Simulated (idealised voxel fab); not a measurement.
process module | voxel capacitor over wiring
cross-section cut | 225 nm wide | cells 5 nm
A cross-section is a grid of square cells, given in bands from the top down. A band is one or more rows of cells.
Each band's line starts with the height of the band's top and of its bottom, in nm. Then come its materials from left to right, each with its width in nm. One material with "throughout" fills the band from edge to edge. "air" is empty space.
Height 0 is the level under which the wafer as received is all one material. The lowest band goes on downwards, as in "0 down".
A width such as "30 to 40" changes by the same amount from each row of cells to the next, from the band's top row to its bottom row.
"no change" after a step means that no cell of the cross-section changed.
closed voids: empty space of 8 cells or more with no open way to the top, each as width x height at its distance from the left edge, in nm
after a step's settings: what the simulator itself notes on the step
overlay nm, on a step with a mask: how far to the right of its planned place the mask lay; to the left if negative
plan
1 op RECEIVE | material Si
2 op CONFORMAL_DEP | material SiO2 | thk nm 10
3 op DIRECTIONAL_DEP | material TiN | thk nm 5
4 op DIRECTIONAL_DEP | material W | thk nm 25
5 op DIRECTIONAL_DEP | material aC | thk nm 15
6 op PATTERN | tone cover | mask id METAL_1 | material resist | width nm 20 | pitch nm 90 | thk nm 30 | overlay nm 0
7 op DIRECTIONAL_ETCH | etch materials aC | depth nm 15
8 op STRIP | etch materials resist
9 op DIRECTIONAL_ETCH | etch materials W | depth nm 25
10 op DIRECTIONAL_ETCH | etch materials TiN | depth nm 5
11 op STRIP | etch materials aC
12 op FILL_DEP | material lowk | thk nm 5
13 op CMP | height nm 40
14 op CONFORMAL_DEP | material SiCN | thk nm 5
15 op DIRECTIONAL_DEP | material SiO2 | thk nm 15
16 op DIRECTIONAL_DEP | material aC | thk nm 15
17 op PATTERN | tone open | mask id PLUG_1 | material resist | width nm 15 | thk nm 35 | overlay nm 0
18 op DIRECTIONAL_ETCH | etch materials aC | depth nm 15
19 op STRIP | etch materials resist
20 op DIRECTIONAL_ETCH | etch materials SiO2 | depth nm 15
21 op DIRECTIONAL_ETCH | etch materials SiCN | depth nm 5
22 op STRIP | etch materials aC
23 op EPI | material Ru | thk nm 10
24 op EPI | material Ru | thk nm 10
25 op DIRECTIONAL_DEP | material TiN | thk nm 10
26 op DIRECTIONAL_DEP | material Al2O3 | thk nm 5
27 op DIRECTIONAL_DEP | material TiN | thk nm 5
28 op DIRECTIONAL_DEP | material aC | thk nm 15
29 op PATTERN | tone cover | mask id UPPER_PLATE | material resist | width nm 75 | thk nm 35 | overlay nm 0
30 op DIRECTIONAL_ETCH | etch materials aC | depth nm 15
31 op STRIP | etch materials resist
32 op DIRECTIONAL_ETCH | etch materials TiN | depth nm 5
33 op DIRECTIONAL_ETCH | etch materials Al2O3 | depth nm 5
34 op STRIP | etch materials aC
35 op PATTERN | tone cover | mask id LOWER_PLATE | material resist | width nm 85 | thk nm 15 | overlay nm 0
36 op DIRECTIONAL_ETCH | etch materials TiN | depth nm 10
37 op STRIP | etch materials resist
38 op FILL_DEP | material SiO2 | thk nm 15
39 op CMP | height nm 90
40 op MASKED_ETCH | tone open | mask id PLUG_2 | width nm 15 | etch materials SiO2 | depth nm 10 | overlay nm 0
41 op CONFORMAL_DEP | material TiN | thk nm 5
42 op FILL_DEP | material Ru | thk nm 5
43 op CMP | height nm 80
44 op CONFORMAL_DEP | material SiCN | thk nm 5
varied across the wafers: height nm of step 43. The plan shows the first wafer's value. All wafers start alike
first wafer as received, after step 1
  0 down: Si throughout
  closed voids: none
first wafer at the end, after step 44
  85 to 80: SiCN throughout
  80 to 75: SiO2 60 | TiN 75 | SiO2 90
  75 to 70: SiO2 60 | Al2O3 75 | SiO2 90
  70 to 60: SiO2 55 | TiN 85 | SiO2 85
  60 to 45: SiO2 60 | Ru 15 | SiO2 150
  45 to 40: SiCN 60 | Ru 15 | SiCN 150
  40 to 15: lowk 55 | W 20 | lowk 70 | W 20 | lowk 60
  15 to 10: lowk 55 | TiN 20 | lowk 70 | TiN 20 | lowk 60
  10 to 0: SiO2 throughout
  0 down: Si throughout
  closed voids: none
last wafer at the end
  105 to 100: SiCN throughout
  100 to 95: Ru throughout
  95 to 90: TiN 75 | Ru 5 | TiN 145
  90 to 85: SiO2 70 | TiN 5 | Ru 5 | TiN 5 | SiO2 140
  85 to 75: SiO2 70 to 60 | TiN 15 to 75 | SiO2 140 to 90
  75 to 70: SiO2 60 | Al2O3 75 | SiO2 90
  70 to 60: SiO2 55 | TiN 85 | SiO2 85
  60 to 45: SiO2 60 | Ru 15 | SiO2 150
  45 to 40: SiCN 60 | Ru 15 | SiCN 150
  40 to 15: lowk 55 | W 20 | lowk 70 | W 20 | lowk 60
  15 to 10: lowk 55 | TiN 20 | lowk 70 | TiN 20 | lowk 60
  10 to 0: SiO2 throughout
  0 down: Si throughout
  closed voids: none
each wafer at the end: cells of each material gained (+) or lost (-) since it was received, then its closed voids
height nm 80 | +15 Al2O3 | +12 Ru | +87 SiCN | +332 SiO2 | +57 TiN | +40 W | +222 lowk | closed voids: none
height nm 85 | +15 Al2O3 | +12 Ru | +87 SiCN | +374 SiO2 | +60 TiN | +40 W | +222 lowk | closed voids: none
height nm 90 | +15 Al2O3 | +13 Ru | +87 SiCN | +416 SiO2 | +62 TiN | +40 W | +222 lowk | closed voids: none
height nm 95 | +15 Al2O3 | +14 Ru | +87 SiCN | +416 SiO2 | +106 TiN | +40 W | +222 lowk | closed voids: none
height nm 100 | +15 Al2O3 | +59 Ru | +87 SiCN | +416 SiO2 | +106 TiN | +40 W | +222 lowk | closed voids: none
